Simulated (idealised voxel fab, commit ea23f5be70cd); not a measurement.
The process module that follows is named voxel transistor to metal.
Section shown: cut. Width: 265 nm. Cell size: 5 nm, square.
Cross-section layout: square cells on a grid; listed as bands, top to bottom; a band spans one or more cell rows.
The band entry comprises the height of the band's top followed by the height of its bottom, expressed in nm, and subsequently the band's materials from left to right, each stated together with its width in nm. Where a single material is marked with the word "all across", that material fills the band from edge to edge. The word "blank" represents empty space.
Heights are reckoned from 0. Under this level, the received wafer is all of one material. The bottommost band is open-ended downward, for example "0 nm and below".
A two-number width, for instance "30->40", indicates that the width is equal to the first number in the top row of the band and to the second number in the bottom row, and that it changes by a constant amount per row of cells.
A step reported as "nothing was modified" is a step in which no cell of the cross-section changed.
Any empty space of 8 cells or more lacking an open way to the top shows up in "Closed void inventory" as width x height at distance, distance from the left edge, in nm.
Whatever follows a step's settings on its line is a remark the simulator itself makes about that step.
overlay nm: right-of-plan distance of the mask on a masked step; negative values mean left-of-plan.

### Below is the list of planned process steps
step 1: RECEIVE (material Si)
step 2: CONFORMAL_DEP (material SiO2; thk nm 5)
step 3: CONFORMAL_DEP (material SiN; thk nm 10)
step 4: PATTERN (tone cover; mask id ACTIVE; material resist; width nm 105; pitch nm 125; thk nm 15; overlay nm 0)
step 5: DIRECTIONAL_ETCH (etch materials SiN; depth nm 10)
step 6: DIRECTIONAL_ETCH (etch materials SiO2; depth nm 5)
step 7: DIRECTIONAL_ETCH (etch materials Si; depth nm 35)
step 8: STRIP (etch materials resist)
step 9: OXIDIZE (depth nm 5)
step 10: FILL_DEP (material SiO2; thk nm 15)
step 11: CMP (height nm 15)
step 12: SELECTIVE_ETCH (etch materials SiO2; depth nm 5)
step 13: STRIP (etch materials SiN)
step 14: SELECTIVE_ETCH (etch materials SiO2; depth nm 5)
step 15: OXIDIZE (depth nm 5)
step 16: DIRECTIONAL_DEP (material polySi; thk nm 20)
step 17: DIRECTIONAL_DEP (material SiCN; thk nm 15)
step 18: PATTERN (tone cover; mask id GATE; material resist; width nm 25; pitch nm 125; thk nm 20; overlay nm 0)
step 19: DIRECTIONAL_ETCH (etch materials SiCN; depth nm 25)
step 20: DIRECTIONAL_ETCH (etch materials polySi; depth nm 30)
step 21: STRIP (etch materials resist)
step 22: CONFORMAL_DEP (material SiO2; thk nm 5)
step 23: DIRECTIONAL_ETCH (etch materials SiO2; depth nm 5)
step 24: CONFORMAL_DEP (material SiN; thk nm 5)
step 25: DIRECTIONAL_ETCH (etch materials SiN; depth nm 5)
step 26: DIRECTIONAL_ETCH (etch materials SiO2; depth nm 5)
step 27: DIRECTIONAL_ETCH (etch materials Si; depth nm 15)
step 28: EPI (material pSi; thk nm 20)
step 29: FILL_DEP (material SiO2; thk nm 5)
step 30: CMP (height nm 35)
step 31: DIRECTIONAL_DEP (material SiO2; thk nm 15)
step 32: MASKED_ETCH (tone open; mask id CONTACT; width nm 30; etch materials SiO2; depth nm 50; overlay nm 0)
step 33: CONFORMAL_DEP (material TiN; thk nm 5)
step 34: FILL_DEP (material W; thk nm 5)
step 35: CMP (height nm 50)
step 36: CONFORMAL_DEP (material SiCN; thk nm 5)
step 37: DIRECTIONAL_DEP (material lowk; thk nm 20)
step 38: MASKED_ETCH (tone open; mask id METAL_1; width nm 20; etch materials lowk; depth nm 20; overlay nm 0)
step 39: MASKED_ETCH (tone open; mask id METAL_1; width nm 20; etch materials SiCN; depth nm 5; overlay nm 0)
step 40: CONFORMAL_DEP (material TiN; thk nm 5)
step 41: FILL_DEP (material Cu; thk nm 5)
step 42: CMP (height nm 75)
step 43: CONFORMAL_DEP (material SiCN; thk nm 5)
step 44: DIRECTIONAL_DEP (material lowk; thk nm 35)
step 45: PATTERN (tone open; mask id METAL_2_HOLES; material resist; width nm 15; pitch nm 125; thk nm 15; overlay nm 0)
step 46: DIRECTIONAL_ETCH (etch materials lowk; depth nm 35)
step 47: STRIP (etch materials resist)
step 48: DIRECTIONAL_DEP (material aC; thk nm 10)
step 49: PATTERN (tone open; mask id METAL_2; material resist; width nm 20; pitch nm 125; thk nm 25; overlay nm 0)
step 50: DIRECTIONAL_ETCH (etch materials aC; depth nm 10)
step 51: STRIP (etch materials resist)
step 52: DIRECTIONAL_ETCH (etch materials lowk; depth nm 20)
step 53: DIRECTIONAL_ETCH (etch materials SiCN; depth nm 5)
step 54: STRIP (etch materials aC)
step 55: CONFORMAL_DEP (material TiN; thk nm 5)
step 56: FILL_DEP (material Cu; thk nm 10)
step 57: CMP (height nm 115)
step 58: CONFORMAL_DEP (material SiN; thk nm 5)

### So this is the incoming wafer in cross-section - it's already been through step 1
    0 nm and below | Si all across
    Closed void inventory: none

### Below is the wafer in cross-section after the module was completed. It began from the starting point shown above and followed the plan shown above, except that one mistake was made while running it
    120 nm to 115 nm | SiN all across
    115 nm to 100 nm | 20 lowk | 5 TiN | 10 Cu | 5 TiN | 105 lowk | 5 TiN | 10 Cu | 5 TiN | 100 lowk
    100 nm to 95 nm | 20 lowk | 5 TiN | 5 Cu | 10 TiN | 105 lowk | 5 TiN | 5 Cu | 10 TiN | 100 lowk
    95 nm to 80 nm | 20 lowk | 5 TiN | 5 Cu | 5 TiN | 110 lowk | 5 TiN | 5 Cu | 5 TiN | 105 lowk
    80 nm to 75 nm | 20 SiCN | 15 TiN | 110 SiCN | 15 TiN | 105 SiCN
    75 nm to 55 nm | 20 lowk | 5 TiN | 10 Cu | 5 TiN | 55 lowk | 5 TiN | 10 Cu | 5 TiN | 30 lowk | 5 TiN | 10 Cu | 5 TiN | 55 lowk | 5 TiN | 10 Cu | 5 TiN | 25 lowk
    55 nm to 50 nm | 20 SiCN | 20 TiN | 55 SiCN | 20 TiN | 30 SiCN | 20 TiN | 55 SiCN | 20 TiN | 25 SiCN
    50 nm to 40 nm | 20 SiO2 | 5 TiN | 20 W | 5 TiN | 35 SiO2 | 5 TiN | 20 W | 5 TiN | 30 SiO2 | 5 TiN | 20 W | 5 TiN | 35 SiO2 | 5 TiN | 20 W | 5 TiN | 25 SiO2
    40 nm to 35 nm | 20 SiO2 | 5 TiN | 15 W | 10 TiN | 35 SiO2 | 10 TiN | 15 W | 5 TiN | 30 SiO2 | 5 TiN | 15 W | 10 TiN | 35 SiO2 | 10 TiN | 15 W | 5 TiN | 25 SiO2
    35 nm to 20 nm | 20 SiO2 | 5 TiN | 15 W | 5 TiN | 5 SiN | 5 SiO2 | 25 SiCN | 5 SiO2 | 5 SiN | 5 TiN | 15 W | 5 TiN | 30 SiO2 | 5 TiN | 15 W | 5 TiN | 5 SiN | 5 SiO2 | 25 SiCN | 5 SiO2 | 5 SiN | 5 TiN | 15 W | 5 TiN | 25 SiO2
    20 nm to 15 nm | 20 SiO2 | 25 TiN | 5 SiN | 5 SiO2 | 25 polySi | 5 SiO2 | 5 SiN | 25 TiN | 30 SiO2 | 25 TiN | 5 SiN | 5 SiO2 | 25 polySi | 5 SiO2 | 5 SiN | 25 TiN | 25 SiO2
    15 nm to 5 nm | 20 SiO2 | 5 TiN | 20 pSi | 5 SiN | 5 SiO2 | 25 polySi | 5 SiO2 | 5 SiN | 20 pSi | 5 TiN | 30 SiO2 | 5 TiN | 20 pSi | 5 SiN | 5 SiO2 | 25 polySi | 5 SiO2 | 5 SiN | 20 pSi | 5 TiN | 25 SiO2
    5 nm to 0 nm | 15 SiO2 | 5 SiN | 5 TiN | 20 pSi | 5 SiN | 5 SiO2 | 25 polySi | 5 SiO2 | 5 SiN | 20 pSi | 5 TiN | 5 SiN | 20 SiO2 | 5 SiN | 5 TiN | 20 pSi | 5 SiN | 5 SiO2 | 25 polySi | 5 SiO2 | 5 SiN | 20 pSi | 5 TiN | 5 SiN | 20 SiO2
    0 nm to -5 nm | 20 SiO2 | 25 pSi | 45 SiO2 | 25 pSi | 30 SiO2 | 25 pSi | 45 SiO2 | 25 pSi | 25 SiO2
    -5 nm to -20 nm | 20 SiO2 | 25 pSi | 45 Si | 25 pSi | 30 SiO2 | 25 pSi | 45 Si | 25 pSi | 25 SiO2
    -20 nm to -75 nm | 20 SiO2 | 95 Si | 30 SiO2 | 95 Si | 25 SiO2
    -75 nm and below | Si all across
    Closed void inventory: none
The plan and the run diverged here: step 7, plan: ran twice
